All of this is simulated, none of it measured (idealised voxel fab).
process module | voxel trench capacitor
cross-section cut | 250 nm wide | cells 5 nm
A cross-section is a grid of square cells, given in bands from the top down. A band is one or more rows of cells.
Each band's line starts with the height of the band's top and of its bottom, in nm. Then come its materials from left to right, each with its width in nm. One material with "throughout" fills the band from edge to edge. "air" is empty space.
Height 0 is the level under which the wafer as received is all one material. The lowest band goes on downwards, as in "0 down".
A width such as "30 to 40" changes by the same amount from each row of cells to the next, from the band's top row to its bottom row.
"no change" after a step means that no cell of the cross-section changed.
closed voids: empty space of 8 cells or more with no open way to the top, each as width x height at its distance from the left edge, in nm
after a step's settings: what the simulator itself notes on the step
overlay nm, on a step with a mask: how far to the right of its planned place the mask lay; to the left if negative
plan
1 op RECEIVE | material Si
2 op CONFORMAL_DEP | material SiN | thk nm 10
3 op DIRECTIONAL_DEP | material aC | thk nm 15
4 op PATTERN | tone open | mask id TRENCH | material resist | width nm 25 | pitch nm 50 | thk nm 35 | overlay nm 0
5 op DIRECTIONAL_ETCH | etch materials aC | depth nm 15
6 op STRIP | etch materials resist
7 op DIRECTIONAL_ETCH | etch materials SiN | depth nm 10
8 op DIRECTIONAL_ETCH | etch materials Si | depth nm 25
9 op STRIP | etch materials aC
10 op CONFORMAL_DEP | material SiO2 | thk nm 5
11 op FILL_DEP | material polySi | thk nm 5
12 op CMP | height nm 0
varied across the wafers: height nm of step 12. The plan shows the first wafer's value. All wafers start alike
first wafer as received, after step 1
  0 down: Si throughout
  closed voids: none
first wafer at the end, after step 12
  0 to -20: Si 85 | SiO2 5 | polySi 15 | SiO2 5 | Si 25 | SiO2 5 | polySi 15 | SiO2 5 | Si 90
  -20 to -25: Si 85 | SiO2 25 | Si 25 | SiO2 25 | Si 90
  -25 down: Si throughout
  closed voids: none
last wafer at the end
  20 to 15: polySi throughout
  15 to 10: SiO2 90 | polySi 15 | SiO2 35 | polySi 15 | SiO2 95
  10 to 0: SiN 85 | SiO2 5 | polySi 15 | SiO2 5 | SiN 25 | SiO2 5 | polySi 15 | SiO2 5 | SiN 90
  0 to -20: Si 85 | SiO2 5 | polySi 15 | SiO2 5 | Si 25 | SiO2 5 | polySi 15 | SiO2 5 | Si 90
  -20 to -25: Si 85 | SiO2 25 | Si 25 | SiO2 25 | Si 90
  -25 down: Si throughout
  closed voids: none
each wafer at the end: cells of each material gained (+) or lost (-) since it was received, then its closed voids
height nm 0 | -50 Si | +26 SiO2 | +24 polySi | closed voids: none
height nm 5 | -50 Si | +40 SiN | +30 SiO2 | +30 polySi | closed voids: none
height nm 10 | -50 Si | +80 SiN | +34 SiO2 | +36 polySi | closed voids: none
height nm 15 | -50 Si | +80 SiN | +78 SiO2 | +42 polySi | closed voids: none
height nm 20 | -50 Si | +80 SiN | +78 SiO2 | +92 polySi | closed voids: none
